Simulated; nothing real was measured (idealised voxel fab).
The following is a process module called voxel capacitor over wiring.
We display cut, a cross-section 240 nm in width whose square cells are each 5 nm.
Just so we're on the same page, the cross-sections are grids of square cells, and they're listed out in bands top to bottom, each band one or more rows deep. Quick guide to a band line: top height, bottom height (nm) up front; then every material left to right with its width in nm. Only one material and it's marked "throughout"? Then it fills the band edge to edge. And "air" just means empty space. Zero point of the height axis is 0; under it, received wafer = one material. Lowest band: continues down indefinitely, "0 and below". Graded width ("30..40"): value in top row of band = first number; value in bottom row = second number; row-to-row change constant. "changes: none" for a step: no cell of the cross-section changed in that step. The entry "Unvented voids" lists the empty spaces that cover at least 8 cells and have no open path to the top. Each is written as width x height at distance, where the distance is measured from the left edge and all three values are in nm. Read whatever lies past the settings on a step's line as the simulator's own remark about the step. "overlay nm" answers the question of how far to the right of plan the mask lay on a step that has a mask, and when it is negative the answer is to the left.
## The process steps that were planned are listed below
- 1: RECEIVE [material Si]
- 2: CONFORMAL_DEP [material SiO2] [thk nm 15]
- 3: DIRECTIONAL_DEP [material TiN] [thk nm 5]
- 4: DIRECTIONAL_DEP [material W] [thk nm 25]
- 5: PATTERN [tone cover] [mask id METAL_1] [material resist] [width nm 25] [pitch nm 90] [thk nm 20] [overlay nm 0]
- 6: DIRECTIONAL_ETCH [etch materials W] [depth nm 25]
- 7: DIRECTIONAL_ETCH [etch materials TiN] [depth nm 5]
- 8: STRIP [etch materials resist]
- 9: CONFORMAL_DEP [material SiN] [thk nm 5]
- 10: FILL_DEP [material lowk] [thk nm 5]
- 11: CMP [height nm 45]
- 12: CONFORMAL_DEP [material SiCN] [thk nm 5]
- 13: DIRECTIONAL_DEP [material SiO2] [thk nm 15]
- 14: DIRECTIONAL_DEP [material aC] [thk nm 15]
- 15: PATTERN [tone open] [mask id PLUG_1] [material resist] [width nm 15] [thk nm 30] [overlay nm 0]
- 16: DIRECTIONAL_ETCH [etch materials aC] [depth nm 15]
- 17: STRIP [etch materials resist]
- 18: DIRECTIONAL_ETCH [etch materials SiO2] [depth nm 15]
- 19: DIRECTIONAL_ETCH [etch materials SiCN] [depth nm 5]
- 20: STRIP [etch materials aC]
- 21: CONFORMAL_DEP [material TiN] [thk nm 5]
- 22: FILL_DEP [material Ru] [thk nm 10]
- 23: CMP [height nm 65]
- 24: DIRECTIONAL_DEP [material TiN] [thk nm 5]
- 25: DIRECTIONAL_DEP [material Al2O3] [thk nm 5]
- 26: DIRECTIONAL_DEP [material TiN] [thk nm 5]
- 27: DIRECTIONAL_DEP [material aC] [thk nm 10]
- 28: PATTERN [tone cover] [mask id UPPER_PLATE] [material resist] [width nm 70] [thk nm 25] [overlay nm 0]
- 29: DIRECTIONAL_ETCH [etch materials aC] [depth nm 10]
- 30: STRIP [etch materials resist]
- 31: DIRECTIONAL_ETCH [etch materials TiN] [depth nm 5]
- 32: DIRECTIONAL_ETCH [etch materials Al2O3] [depth nm 5]
- 33: STRIP [etch materials aC]
- 34: PATTERN [tone cover] [mask id LOWER_PLATE] [material resist] [width nm 80] [thk nm 15] [overlay nm 0]
- 35: DIRECTIONAL_ETCH [etch materials TiN] [depth nm 5]
- 36: STRIP [etch materials resist]
- 37: FILL_DEP [material SiO2] [thk nm 15]
- 38: CMP [height nm 90]
- 39: PATTERN [tone open] [mask id PLUG_2] [material resist] [width nm 15] [thk nm 15] [overlay nm 0]
- 40: DIRECTIONAL_ETCH [etch materials SiO2] [depth nm 10]
- 41: STRIP [etch materials resist]
- 42: CONFORMAL_DEP [material TiN] [thk nm 5]
- 43: FILL_DEP [material Ru] [thk nm 5]
- 44: CMP [height nm 90]
- 45: CONFORMAL_DEP [material SiN] [thk nm 5]
## First wafer out of two, processed as planned
## Wafer as received: cross-section following step 1
    0 and below = Si throughout
    Unvented voids: none
## Once step 2 is through, the wafer looks like this in cross-section
    15 down to 0 = SiO2 throughout
    Note: structure below 0 unchanged.
## Once step 3 is through, the wafer looks like this in cross-section
    20 down to 15 = TiN throughout
    Note: structure below 15 unchanged.
## Once step 4 is through, the wafer looks like this in cross-section
    45 down to 20 = W throughout
    Note: structure below 20 unchanged.
## Once step 5 is through, the wafer looks like this in cross-section
    65 down to 45 = air (60) / resist (25) / air (65) / resist (25) / air (65)
    Note: structure below 45 unchanged.
## Once step 6 is through, the wafer looks like this in cross-section
    65 down to 45 = air (60) / resist (25) / air (65) / resist (25) / air (65)
    45 down to 20 = air (60) / W (25) / air (65) / W (25) / air (65)
    Note: structure below 20 unchanged.
## Once step 7 is through, the wafer looks like this in cross-section
    65 down to 45 = air (60) / resist (25) / air (65) / resist (25) / air (65)
    45 down to 20 = air (60) / W (25) / air (65) / W (25) / air (65)
    20 down to 15 = air (60) / TiN (25) / air (65) / TiN (25) / air (65)
    Note: structure below 15 unchanged.
## Once step 8 is through, the wafer looks like this in cross-section
    45 down to 20 = air (60) / W (25) / air (65) / W (25) / air (65)
    Note: structure below 20 unchanged.
## Once step 9 is through, the wafer looks like this in cross-section
    50 down to 45 = air (55) / SiN (35) / air (55) / SiN (35) / air (60)
    45 down to 20 = air (55) / SiN (5) / W (25) / SiN (5) / air (55) / SiN (5) / W (25) / SiN (5) / air (60)
    20 down to 15 = SiN (60) / TiN (25) / SiN (65) / TiN (25) / SiN (65)
    Note: structure below 15 unchanged.
## Once step 10 is through, the wafer looks like this in cross-section
    55 down to 50 = lowk throughout
    50 down to 45 = lowk (55) / SiN (35) / lowk (55) / SiN (35) / lowk (60)
    45 down to 20 = lowk (55) / SiN (5) / W (25) / SiN (5) / lowk (55) / SiN (5) / W (25) / SiN (5) / lowk (60)
    Note: structure below 20 unchanged.
## Once step 11 is through, the wafer looks like this in cross-section
    45 down to 20 = lowk (55) / SiN (5) / W (25) / SiN (5) / lowk (55) / SiN (5) / W (25) / SiN (5) / lowk (60)
    Note: structure below 20 unchanged.
## Once step 12 is through, the wafer looks like this in cross-section
    50 down to 45 = SiCN throughout
    Note: structure below 45 unchanged.
## Once step 13 is through, the wafer looks like this in cross-section
    65 down to 50 = SiO2 throughout
    Note: structure below 50 unchanged.
## Once step 14 is through, the wafer looks like this in cross-section
    80 down to 65 = aC throughout
    Note: structure below 65 unchanged.
## Once step 15 is through, the wafer looks like this in cross-section
    110 down to 80 = resist (70) / air (15) / resist (155)
    Note: structure below 80 unchanged.
## Once step 16 is through, the wafer looks like this in cross-section
    95 down to 80 = resist (70) / air (15) / resist (155)
    80 down to 65 = aC (70) / air (15) / aC (155)
    Note: structure below 65 unchanged.
## Once step 17 is through, the wafer looks like this in cross-section
    80 down to 65 = aC (70) / air (15) / aC (155)
    Note: structure below 65 unchanged.
## Once step 18 is through, the wafer looks like this in cross-section
    80 down to 65 = aC (70) / air (15) / aC (155)
    65 down to 50 = SiO2 (70) / air (15) / SiO2 (155)
    Note: structure below 50 unchanged.
## Once step 19 is through, the wafer looks like this in cross-section
    80 down to 65 = aC (70) / air (15) / aC (155)
    65 down to 50 = SiO2 (70) / air (15) / SiO2 (155)
    50 down to 45 = SiCN (70) / air (15) / SiCN (155)
    Note: structure below 45 unchanged.
## Once step 20 is through, the wafer looks like this in cross-section
    65 down to 50 = SiO2 (70) / air (15) / SiO2 (155)
    Note: structure below 50 unchanged.
## Once step 21 is through, the wafer looks like this in cross-section
    70 down to 65 = TiN (75) / air (5) / TiN (160)
    65 down to 50 = SiO2 (70) / TiN (5) / air (5) / TiN (5) / SiO2 (155)
    50 down to 45 = SiCN (70) / TiN (15) / SiCN (155)
    Note: structure below 45 unchanged.
## Once step 22 is through, the wafer looks like this in cross-section
    80 down to 70 = Ru throughout
    70 down to 65 = TiN (75) / Ru (5) / TiN (160)
    65 down to 50 = SiO2 (70) / TiN (5) / Ru (5) / TiN (5) / SiO2 (155)
    Note: structure below 50 unchanged.
## Once step 23 is through, the wafer looks like this in cross-section
    65 down to 50 = SiO2 (70) / TiN (5) / Ru (5) / TiN (5) / SiO2 (155)
    Note: structure below 50 unchanged.
## Once step 24 is through, the wafer looks like this in cross-section
    70 down to 65 = TiN throughout
    Note: structure below 65 unchanged.
## Once step 25 is through, the wafer looks like this in cross-section
    75 down to 70 = Al2O3 throughout
    Note: structure below 70 unchanged.
## Once step 26 is through, the wafer looks like this in cross-section
    80 down to 75 = TiN throughout
    Note: structure below 75 unchanged.
## Once step 27 is through, the wafer looks like this in cross-section
    90 down to 80 = aC throughout
    Note: structure below 80 unchanged.
## Once step 28 is through, the wafer looks like this in cross-section
    115 down to 90 = air (70) / resist (70) / air (100)
    Note: structure below 90 unchanged.
## Once step 29 is through, the wafer looks like this in cross-section
    105 down to 90 = air (70) / resist (70) / air (100)
    90 down to 80 = air (70) / aC (70) / air (100)
    Note: structure below 80 unchanged.
## Once step 30 is through, the wafer looks like this in cross-section
    90 down to 80 = air (70) / aC (70) / air (100)
    Note: structure below 80 unchanged.
## Once step 31 is through, the wafer looks like this in cross-section
    90 down to 80 = air (70) / aC (70) / air (100)
    80 down to 75 = air (70) / TiN (70) / air (100)
    Note: structure below 75 unchanged.
## Once step 32 is through, the wafer looks like this in cross-section
    90 down to 80 = air (70) / aC (70) / air (100)
    80 down to 75 = air (70) / TiN (70) / air (100)
    75 down to 70 = air (70) / Al2O3 (70) / air (100)
    Note: structure below 70 unchanged.
## Once step 33 is through, the wafer looks like this in cross-section
    80 down to 75 = air (70) / TiN (70) / air (100)
    Note: structure below 75 unchanged.
## Once step 34 is through, the wafer looks like this in cross-section
    95 down to 80 = air (65) / resist (80) / air (95)
    80 down to 75 = air (65) / resist (5) / TiN (70) / resist (5) / air (95)
    75 down to 70 = air (65) / resist (5) / Al2O3 (70) / resist (5) / air (95)
    Note: structure below 70 unchanged.
## Once step 35 is through, the wafer looks like this in cross-section
    95 down to 80 = air (65) / resist (80) / air (95)
    80 down to 75 = air (65) / resist (5) / TiN (70) / resist (5) / air (95)
    75 down to 70 = air (65) / resist (5) / Al2O3 (70) / resist (5) / air (95)
    70 down to 65 = air (65) / TiN (80) / air (95)
    Note: structure below 65 unchanged.
## Once step 36 is through, the wafer looks like this in cross-section
    80 down to 75 = air (70) / TiN (70) / air (100)
    75 down to 70 = air (70) / Al2O3 (70) / air (100)
    Note: structure below 70 unchanged.
## Once step 37 is through, the wafer looks like this in cross-section
    95 down to 80 = SiO2 throughout
    80 down to 75 = SiO2 (70) / TiN (70) / SiO2 (100)
    75 down to 70 = SiO2 (70) / Al2O3 (70) / SiO2 (100)
    70 down to 65 = SiO2 (65) / TiN (80) / SiO2 (95)
    Note: structure below 65 unchanged.
## Once step 38 is through, the wafer looks like this in cross-section
    90 down to 80 = SiO2 throughout
    Note: structure below 80 unchanged.
## Once step 39 is through, the wafer looks like this in cross-section
    105 down to 90 = resist (80) / air (15) / resist (145)
    Note: structure below 90 unchanged.
## Once step 40 is through, the wafer looks like this in cross-section
    105 down to 90 = resist (80) / air (15) / resist (145)
    90 down to 80 = SiO2 (80) / air (15) / SiO2 (145)
    Note: structure below 80 unchanged.
## Once step 41 is through, the wafer looks like this in cross-section
    90 down to 80 = SiO2 (80) / air (15) / SiO2 (145)
    Note: structure below 80 unchanged.
## Once step 42 is through, the wafer looks like this in cross-section
    95 down to 90 = TiN (85) / air (5) / TiN (150)
    90 down to 85 = SiO2 (80) / TiN (5) / air (5) / TiN (5) / SiO2 (145)
    85 down to 75 = SiO2 (80..70) / TiN (15..70) / SiO2 (145..100)
    Note: structure below 75 unchanged.
## Once step 43 is through, the wafer looks like this in cross-section
    100 down to 95 = Ru throughout
    95 down to 90 = TiN (85) / Ru (5) / TiN (150)
    90 down to 85 = SiO2 (80) / TiN (5) / Ru (5) / TiN (5) / SiO2 (145)
    Note: structure below 85 unchanged.
## Once step 44 is through, the wafer looks like this in cross-section
    90 down to 85 = SiO2 (80) / TiN (5) / Ru (5) / TiN (5) / SiO2 (145)
    Note: structure below 85 unchanged.
## Once step 45 is through, the wafer looks like this in cross-section
    95 down to 90 = SiN throughout
    Note: structure below 90 unchanged.
## Second wafer - shared start and plan with the first - one error in running - same as the first up to step 26 inclusive
## Second wafer profile in section, at the moment step 27 of the plan was meant to be complete
    90 down to 80 = Al2O3 throughout
    Note: structure below 80 unchanged.
## Second wafer profile in section, at the moment step 28 of the plan was meant to be complete
    115 down to 90 = air (70) / resist (70) / air (100)
    Note: structure below 90 unchanged.
## Second wafer profile in section, at the moment step 29 of the plan was meant to be complete
    105 down to 90 = air (70) / resist (70) / air (100)
    Note: structure below 90 unchanged.
## Second wafer profile in section, at the moment step 30 of the plan was meant to be complete
    90 down to 80 = Al2O3 throughout
    Note: structure below 80 unchanged.
Second wafer profile in section, at the moment step 31 of the plan was meant to be complete: changes: none
## Second wafer profile in section, at the moment step 32 of the plan was meant to be complete
    85 down to 80 = Al2O3 throughout
    Note: structure below 80 unchanged.
Second wafer profile in section, at the moment step 33 of the plan was meant to be complete: changes: none
## Second wafer profile in section, at the moment step 34 of the plan was meant to be complete
    100 down to 85 = air (65) / resist (80) / air (95)
    Note: structure below 85 unchanged.
Second wafer profile in section, at the moment step 35 of the plan was meant to be complete: changes: none
## Second wafer profile in section, at the moment step 36 of the plan was meant to be complete
    85 down to 80 = Al2O3 throughout
    Note: structure below 80 unchanged.
## Second wafer profile in section, at the moment step 37 of the plan was meant to be complete
    100 down to 85 = SiO2 throughout
    Note: structure below 85 unchanged.
## Second wafer profile in section, at the moment step 38 of the plan was meant to be complete
    90 down to 85 = SiO2 throughout
    Note: structure below 85 unchanged.
## Second wafer profile in section, at the moment step 39 of the plan was meant to be complete
    105 down to 90 = resist (80) / air (15) / resist (145)
    Note: structure below 90 unchanged.
## Second wafer profile in section, at the moment step 40 of the plan was meant to be complete
    105 down to 90 = resist (80) / air (15) / resist (145)
    90 down to 85 = SiO2 (80) / air (15) / SiO2 (145)
    Note: structure below 85 unchanged.
## Second wafer profile in section, at the moment step 41 of the plan was meant to be complete
    90 down to 85 = SiO2 (80) / air (15) / SiO2 (145)
    Note: structure below 85 unchanged.
## Second wafer profile in section, at the moment step 42 of the plan was meant to be complete
    95 down to 90 = TiN (85) / air (5) / TiN (150)
    90 down to 85 = SiO2 (80) / TiN (15) / SiO2 (145)
    Note: structure below 85 unchanged.
## Second wafer profile in section, at the moment step 43 of the plan was meant to be complete
    100 down to 95 = Ru throughout
    95 down to 90 = TiN (85) / Ru (5) / TiN (150)
    Note: structure below 90 unchanged.
## Second wafer profile in section, at the moment step 44 of the plan was meant to be complete
    90 down to 85 = SiO2 (80) / TiN (15) / SiO2 (145)
    Note: structure below 85 unchanged.
## Second wafer profile in section, at the moment step 45 of the plan was meant to be complete
    95 down to 90 = SiN throughout
    Note: structure below 90 unchanged.
So what did we get wrong on this run? step 27 did not happen as planned, as run it was DIRECTIONAL_DEP [material Al2O3] [thk nm 10]
Materials where the second wafer ends with more or fewer cells than the first: Al2O3 +82, Ru -1, SiO2 -145, TiN +64
